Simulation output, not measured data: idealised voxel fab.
process module | voxel plated lines
cross-section cut | 235 nm wide | cells 5 nm
A cross-section is a grid of square cells, given in bands from the top down. A band is one or more rows of cells.
Each band's line starts with the height of the band's top and of its bottom, in nm. Then come its materials from left to right, each with its width in nm. One material with "throughout" fills the band from edge to edge. "air" is empty space.
Height 0 is the level under which the wafer as received is all one material. The lowest band goes on downwards, as in "0 down".
A width such as "30 to 40" changes by the same amount from each row of cells to the next, from the band's top row to its bottom row.
"no change" after a step means that no cell of the cross-section changed.
closed voids: empty space of 8 cells or more with no open way to the top, each as width x height at its distance from the left edge, in nm
after a step's settings: what the simulator itself notes on the step
overlay nm, on a step with a mask: how far to the right of its planned place the mask lay; to the left if negative
plan
1 op RECEIVE | material Si
2 op CONFORMAL_DEP | material SiO2 | thk nm 15
3 op DIRECTIONAL_DEP | material TiN | thk nm 5
4 op PATTERN | tone open | mask id LINES | material resist | width nm 25 | pitch nm 45 | thk nm 20 | overlay nm 0
5 op EPI | material Ru | thk nm 10
6 op STRIP | etch materials resist
7 op DIRECTIONAL_ETCH | etch materials TiN | depth nm 5
8 op CONFORMAL_DEP | material SiO2 | thk nm 5
first wafer, as planned
as received, after step 1
  0 down: Si throughout
  closed voids: none
after step 2
  15 to 0: SiO2 throughout
  below 0: unchanged
after step 3
  20 to 15: TiN throughout
  below 15: unchanged
after step 4
  40 to 20: resist 60 | air 25 | resist 20 | air 25 | resist 20 | air 25 | resist 60
  below 20: unchanged
after step 5
  40 to 30: resist 60 | air 25 | resist 20 | air 25 | resist 20 | air 25 | resist 60
  30 to 20: resist 60 | Ru 25 | resist 20 | Ru 25 | resist 20 | Ru 25 | resist 60
  below 20: unchanged
after step 6
  30 to 20: air 60 | Ru 25 | air 20 | Ru 25 | air 20 | Ru 25 | air 60
  below 20: unchanged
after step 7
  30 to 20: air 60 | Ru 25 | air 20 | Ru 25 | air 20 | Ru 25 | air 60
  20 to 15: air 60 | TiN 25 | air 20 | TiN 25 | air 20 | TiN 25 | air 60
  below 15: unchanged
after step 8
  35 to 30: air 55 | SiO2 35 | air 10 | SiO2 35 | air 10 | SiO2 35 | air 55
  30 to 20: air 55 | SiO2 5 | Ru 25 | SiO2 5 | air 10 | SiO2 5 | Ru 25 | SiO2 5 | air 10 | SiO2 5 | Ru 25 | SiO2 5 | air 55
  20 to 15: SiO2 60 | TiN 25 | SiO2 20 | TiN 25 | SiO2 20 | TiN 25 | SiO2 60
  below 15: unchanged
second wafer: like start, like plan, one mistake. Through step 6 it matches the first wafer
when step 7 should have ended
  25 to 20: air 60 | Ru 25 | air 20 | Ru 25 | air 20 | Ru 25 | air 60
  below 20: unchanged
when step 8 should have ended
  30 to 25: air 55 | SiO2 35 | air 10 | SiO2 35 | air 10 | SiO2 35 | air 55
  25 to 20: SiO2 60 | Ru 25 | SiO2 20 | Ru 25 | SiO2 20 | Ru 25 | SiO2 60
  below 20: unchanged
what went wrong: step 7 ran as: op DIRECTIONAL_ETCH | etch materials Ru | depth nm 5
at the end the second wafer has, in cells: 15 fewer of Ru | 12 fewer of SiO2 | 32 more of TiN
